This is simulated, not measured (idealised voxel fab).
process module | voxel trench capacitor
cross-section cut | 180 nm wide | cells 5 nm
A cross-section is a grid of square cells, given in bands from the top down. A band is one or more rows of cells.
Each band's line starts with the height of the band's top and of its bottom, in nm. Then come its materials from left to right, each with its width in nm. One material with "throughout" fills the band from edge to edge. "air" is empty space.
Height 0 is the level under which the wafer as received is all one material. The lowest band goes on downwards, as in "0 down".
A width such as "30 to 40" changes by the same amount from each row of cells to the next, from the band's top row to its bottom row.
"no change" after a step means that no cell of the cross-section changed.
closed voids: empty space of 8 cells or more with no open way to the top, each as width x height at its distance from the left edge, in nm
after a step's settings: what the simulator itself notes on the step
overlay nm, on a step with a mask: how far to the right of its planned place the mask lay; to the left if negative
plan
1 op RECEIVE | material Si
2 op CONFORMAL_DEP | material SiN | thk nm 10
3 op DIRECTIONAL_DEP | material aC | thk nm 10
4 op PATTERN | tone open | mask id TRENCH | material resist | width nm 25 | pitch nm 55 | thk nm 25 | overlay nm 0
5 op DIRECTIONAL_ETCH | etch materials aC | depth nm 10
6 op STRIP | etch materials resist
7 op DIRECTIONAL_ETCH | etch materials SiN | depth nm 10
8 op DIRECTIONAL_ETCH | etch materials Si | depth nm 40
9 op STRIP | etch materials aC
10 op CONFORMAL_DEP | material SiO2 | thk nm 5
11 op FILL_DEP | material polySi | thk nm 10
12 op CMP | height nm 10
first wafer, as planned
as received, after step 1
  0 down: Si throughout
  closed voids: none
after step 2
  10 to 0: SiN throughout
  below 0: unchanged
after step 3
  20 to 10: aC throughout
  below 10: unchanged
after step 4
  45 to 20: resist 50 | air 25 | resist 30 | air 25 | resist 50
  below 20: unchanged
after step 5
  35 to 20: resist 50 | air 25 | resist 30 | air 25 | resist 50
  20 to 10: aC 50 | air 25 | aC 30 | air 25 | aC 50
  below 10: unchanged
after step 6
  20 to 10: aC 50 | air 25 | aC 30 | air 25 | aC 50
  below 10: unchanged
after step 7
  20 to 10: aC 50 | air 25 | aC 30 | air 25 | aC 50
  10 to 0: SiN 50 | air 25 | SiN 30 | air 25 | SiN 50
  below 0: unchanged
after step 8
  20 to 10: aC 50 | air 25 | aC 30 | air 25 | aC 50
  10 to 0: SiN 50 | air 25 | SiN 30 | air 25 | SiN 50
  0 to -40: Si 50 | air 25 | Si 30 | air 25 | Si 50
  below -40: unchanged
after step 9
  10 to 0: SiN 50 | air 25 | SiN 30 | air 25 | SiN 50
  below 0: unchanged
after step 10
  15 to 10: SiO2 55 | air 15 | SiO2 40 | air 15 | SiO2 55
  10 to 0: SiN 50 | SiO2 5 | air 15 | SiO2 5 | SiN 30 | SiO2 5 | air 15 | SiO2 5 | SiN 50
  0 to -35: Si 50 | SiO2 5 | air 15 | SiO2 5 | Si 30 | SiO2 5 | air 15 | SiO2 5 | Si 50
  -35 to -40: Si 50 | SiO2 25 | Si 30 | SiO2 25 | Si 50
  below -40: unchanged
after step 11
  25 to 15: polySi throughout
  15 to 10: SiO2 55 | polySi 15 | SiO2 40 | polySi 15 | SiO2 55
  10 to 0: SiN 50 | SiO2 5 | polySi 15 | SiO2 5 | SiN 30 | SiO2 5 | polySi 15 | SiO2 5 | SiN 50
  0 to -35: Si 50 | SiO2 5 | polySi 15 | SiO2 5 | Si 30 | SiO2 5 | polySi 15 | SiO2 5 | Si 50
  below -35: unchanged
after step 12
  10 to 0: SiN 50 | SiO2 5 | polySi 15 | SiO2 5 | SiN 30 | SiO2 5 | polySi 15 | SiO2 5 | SiN 50
  below 0: unchanged
second wafer: like start, like plan, one mistake. Through step 3 it matches the first wafer
when step 4 should have ended
  45 to 20: air 50 | resist 25 | air 30 | resist 25 | air 50
  below 20: unchanged
when step 5 should have ended
  35 to 20: air 50 | resist 25 | air 30 | resist 25 | air 50
  20 to 10: air 50 | aC 25 | air 30 | aC 25 | air 50
  below 10: unchanged
when step 6 should have ended
  20 to 10: air 50 | aC 25 | air 30 | aC 25 | air 50
  below 10: unchanged
when step 7 should have ended
  20 to 10: air 50 | aC 25 | air 30 | aC 25 | air 50
  10 to 0: air 50 | SiN 25 | air 30 | SiN 25 | air 50
  below 0: unchanged
when step 8 should have ended
  20 to 10: air 50 | aC 25 | air 30 | aC 25 | air 50
  10 to 0: air 50 | SiN 25 | air 30 | SiN 25 | air 50
  0 to -40: air 50 | Si 25 | air 30 | Si 25 | air 50
  below -40: unchanged
when step 9 should have ended
  10 to 0: air 50 | SiN 25 | air 30 | SiN 25 | air 50
  below 0: unchanged
when step 10 should have ended
  15 to 10: air 45 | SiO2 35 | air 20 | SiO2 35 | air 45
  10 to 0: air 45 | SiO2 5 | SiN 25 | SiO2 5 | air 20 | SiO2 5 | SiN 25 | SiO2 5 | air 45
  0 to -35: air 45 | SiO2 5 | Si 25 | SiO2 5 | air 20 | SiO2 5 | Si 25 | SiO2 5 | air 45
  -35 to -40: SiO2 50 | Si 25 | SiO2 30 | Si 25 | SiO2 50
  below -40: unchanged
when step 11 should have ended
  25 to 15: polySi throughout
  15 to 10: polySi 45 | SiO2 35 | polySi 20 | SiO2 35 | polySi 45
  10 to 0: polySi 45 | SiO2 5 | SiN 25 | SiO2 5 | polySi 20 | SiO2 5 | SiN 25 | SiO2 5 | polySi 45
  0 to -35: polySi 45 | SiO2 5 | Si 25 | SiO2 5 | polySi 20 | SiO2 5 | Si 25 | SiO2 5 | polySi 45
  below -35: unchanged
when step 12 should have ended
  10 to 0: polySi 45 | SiO2 5 | SiN 25 | SiO2 5 | polySi 20 | SiO2 5 | SiN 25 | SiO2 5 | polySi 45
  below 0: unchanged
what went wrong: step 4 ran as: op PATTERN | tone cover | mask id TRENCH | material resist | width nm 25 | pitch nm 55 | thk nm 25 | overlay nm 0
at the end the second wafer has, in cells: 128 fewer of Si | 32 fewer of SiN | 16 more of SiO2 | 144 more of polySi
